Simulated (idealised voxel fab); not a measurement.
The following process module bears the name voxel transistor to metal.
Cross-section cut: width 180 nm, square cells of 5 nm.
This document writes a cross-section as a grid whose cells are square, and gives it as bands, listed from the top down; one or more rows of cells form a band.
What a band's entry tells you: where the top is and where the bottom is, as heights in nm, and after that what lies inside, material by material from left to right, each with its width in nm. Empty space is written as the word "blank", and a single material marked with the word "everywhere" occupies the band from edge to edge.
Measure heights from 0. That's the level where, below it, the as-received wafer is all one material. The lowest band is bottomless and extends downward; write it as in "0 and below".
The width entry "30 to 40" should be interpreted row by row: the top row of cells in the band takes the first number, the bottom row takes the second number, and the change between adjacent rows is uniform throughout.
For the purposes of this document, the phrase "no change" attached to a step denotes that no cell within the cross-section was modified by that step.
What "Listed closed voids" gives you is every empty space of 8 cells or more that is cut off from the top. Each appears as width x height at distance, with the distance taken from the left edge and width, height and distance all in nm.
Past the settings on a step's line: simulator remark, on that step.
The optional step-line setting "overlay nm" applies to steps with a mask and quantifies how far to the right of its planned location the mask lay, a negative value indicating leftward placement.
[So here's the lineup of process steps we planned]
1: RECEIVE (material Si)
2: CONFORMAL_DEP (material SiO2; thk nm 5)
3: CONFORMAL_DEP (material SiN; thk nm 10)
4: MASKED_ETCH (tone cover; mask id ACTIVE; width nm 95; etch materials SiN; depth nm 10; overlay nm 0)
5: MASKED_ETCH (tone cover; mask id ACTIVE; width nm 95; etch materials SiO2; depth nm 5; overlay nm 0)
6: MASKED_ETCH (tone cover; mask id ACTIVE; width nm 95; etch materials Si; depth nm 35; overlay nm 0)
7: OXIDIZE (depth nm 5)
8: FILL_DEP (material SiO2; thk nm 10)
9: CMP (height nm 15)
10: SELECTIVE_ETCH (etch materials SiO2; depth nm 10)
11: STRIP (etch materials SiN)
12: SELECTIVE_ETCH (etch materials SiO2; depth nm 5)
13: OXIDIZE (depth nm 5)
14: DIRECTIONAL_DEP (material polySi; thk nm 30)
15: DIRECTIONAL_DEP (material SiCN; thk nm 15)
16: PATTERN (tone cover; mask id GATE; material resist; width nm 25; thk nm 15; overlay nm 0)
17: DIRECTIONAL_ETCH (etch materials SiCN; depth nm 25)
18: DIRECTIONAL_ETCH (etch materials polySi; depth nm 40)
19: STRIP (etch materials resist)
20: CONFORMAL_DEP (material SiN; thk nm 5)
21: DIRECTIONAL_ETCH (etch materials SiN; depth nm 5)
22: DIRECTIONAL_ETCH (etch materials SiO2; depth nm 5)
23: EPI (material SiGe; thk nm 5)
24: FILL_DEP (material SiO2; thk nm 5)
25: CMP (height nm 30)
26: STRIP (etch materials polySi)
27: SELECTIVE_ETCH (etch materials SiO2; depth nm 5)
28: CONFORMAL_DEP (material HfO2; thk nm 5)
29: CONFORMAL_DEP (material TiN; thk nm 5)
30: FILL_DEP (material W; thk nm 10)
31: CMP (height nm 25)
32: DIRECTIONAL_DEP (material SiO2; thk nm 15)
33: PATTERN (tone open; mask id CONTACT; material resist; width nm 15; pitch nm 70; thk nm 15; overlay nm 0)
34: DIRECTIONAL_ETCH (etch materials SiO2; depth nm 40)
35: STRIP (etch materials resist)
36: CONFORMAL_DEP (material TiN; thk nm 5)
37: FILL_DEP (material Ru; thk nm 10)
38: CMP (height nm 40)
39: CONFORMAL_DEP (material SiN; thk nm 5)
40: DIRECTIONAL_DEP (material SiO2; thk nm 25)
41: PATTERN (tone open; mask id METAL_1; material resist; width nm 15; pitch nm 70; thk nm 15; overlay nm 0)
42: DIRECTIONAL_ETCH (etch materials SiO2; depth nm 25)
43: DIRECTIONAL_ETCH (etch materials SiN; depth nm 5)
44: STRIP (etch materials resist)
45: CONFORMAL_DEP (material TiN; thk nm 5)
46: FILL_DEP (material Cu; thk nm 10)
47: CMP (height nm 70)
48: CONFORMAL_DEP (material SiCN; thk nm 5)
49: DIRECTIONAL_DEP (material SiO2; thk nm 30)
50: DIRECTIONAL_DEP (material aC; thk nm 10)
51: PATTERN (tone open; mask id METAL_2; material resist; width nm 15; pitch nm 70; thk nm 25; overlay nm 0)
52: DIRECTIONAL_ETCH (etch materials aC; depth nm 10)
53: STRIP (etch materials resist)
54: DIRECTIONAL_ETCH (etch materials SiO2; depth nm 15)
55: STRIP (etch materials aC)
56: DIRECTIONAL_DEP (material aC; thk nm 15)
57: PATTERN (tone open; mask id METAL_2_HOLES; material resist; width nm 15; pitch nm 70; thk nm 30; overlay nm 0)
58: DIRECTIONAL_ETCH (etch materials aC; depth nm 15)
59: STRIP (etch materials resist)
60: DIRECTIONAL_ETCH (etch materials SiO2; depth nm 15)
61: DIRECTIONAL_ETCH (etch materials SiCN; depth nm 5)
62: STRIP (etch materials aC)
63: CONFORMAL_DEP (material TiN; thk nm 5)
64: FILL_DEP (material Cu; thk nm 10)
65: CMP (height nm 105)
66: CONFORMAL_DEP (material SiCN; thk nm 5)
[Cross-section, incoming material, after step 1]
    0 and below: Si everywhere
    Listed closed voids: none
[first wafer at the end, as planned]
    110 down to 105: SiCN everywhere
    105 down to 75: 45 of SiO2 / 5 of TiN / 5 of Cu / 5 of TiN / 55 of SiO2 / 5 of TiN / 5 of Cu / 5 of TiN / 50 of SiO2
    75 down to 70: 45 of SiCN / 15 of TiN / 55 of SiCN / 15 of TiN / 50 of SiCN
    70 down to 45: 45 of SiO2 / 5 of TiN / 5 of Cu / 5 of TiN / 55 of SiO2 / 5 of TiN / 5 of Cu / 5 of TiN / 50 of SiO2
    45 down to 40: 45 of SiN / 15 of TiN / 55 of SiN / 15 of TiN / 50 of SiN
    40 down to 25: 45 of SiO2 / 5 of TiN / 5 of Ru / 5 of TiN / 55 of SiO2 / 5 of TiN / 5 of Ru / 5 of TiN / 50 of SiO2
    25 down to 5: 45 of SiO2 / 5 of TiN / 5 of Ru / 5 of TiN / 10 of SiO2 / 5 of SiN / 5 of HfO2 / 5 of TiN / 5 of W / 5 of TiN / 5 of HfO2 / 5 of SiN / 10 of SiO2 / 5 of TiN / 5 of Ru / 5 of TiN / 50 of SiO2
    5 down to 0: 45 of SiO2 / 15 of TiN / 10 of SiO2 / 5 of SiN / 5 of HfO2 / 15 of TiN / 5 of HfO2 / 5 of SiN / 10 of SiO2 / 15 of TiN / 50 of SiO2
    0 down to -5: 40 of SiO2 / 30 of SiGe / 35 of HfO2 / 30 of SiGe / 45 of SiO2
    -5 down to -40: 45 of SiO2 / 85 of Si / 50 of SiO2
    -40 and below: Si everywhere
    Listed closed voids: none
[Second wafer of the two, sectioned at the end of the module. It began like the first and followed the same plan, but one mistake was made while running it]
    110 down to 105: SiCN everywhere
    105 down to 75: 45 of SiO2 / 5 of TiN / 5 of Cu / 5 of TiN / 55 of SiO2 / 5 of TiN / 5 of Cu / 5 of TiN / 50 of SiO2
    75 down to 70: 45 of SiCN / 15 of TiN / 55 of SiCN / 15 of TiN / 50 of SiCN
    70 down to 45: 45 of SiO2 / 5 of TiN / 5 of Cu / 5 of TiN / 55 of SiO2 / 5 of TiN / 5 of Cu / 5 of TiN / 50 of SiO2
    45 down to 40: 45 of SiN / 15 of TiN / 55 of SiN / 15 of TiN / 50 of SiN
    40 down to 25: 45 of SiO2 / 5 of TiN / 5 of Ru / 5 of TiN / 55 of SiO2 / 5 of TiN / 5 of Ru / 5 of TiN / 50 of SiO2
    25 down to 5: 45 of SiO2 / 5 of TiN / 5 of Ru / 5 of TiN / 5 of SiO2 / 5 of SiN / 5 of HfO2 / 5 of TiN / 15 of W / 5 of TiN / 5 of HfO2 / 5 of SiN / 5 of SiO2 / 5 of TiN / 5 of Ru / 5 of TiN / 50 of SiO2
    5 down to 0: 45 of SiO2 / 15 of TiN / 5 of SiO2 / 5 of SiN / 5 of HfO2 / 25 of TiN / 5 of HfO2 / 5 of SiN / 5 of SiO2 / 15 of TiN / 50 of SiO2
    0 down to -5: 40 of SiO2 / 25 of SiGe / 45 of HfO2 / 25 of SiGe / 45 of SiO2
    -5 down to -40: 45 of SiO2 / 85 of Si / 50 of SiO2
    -40 and below: Si everywhere
    Listed closed voids: none
Which mistake was made when the wafer was run? off-plan run, step 16, actual operation and settings PATTERN (tone cover; mask id GATE; material resist; width nm 35; thk nm 15; overlay nm 0)
Final cells, second wafer relative to first, materials higher or lower: HfO2: 2 more; SiGe: 2 fewer; SiO2: 10 fewer; TiN: 2 more; W: 8 more
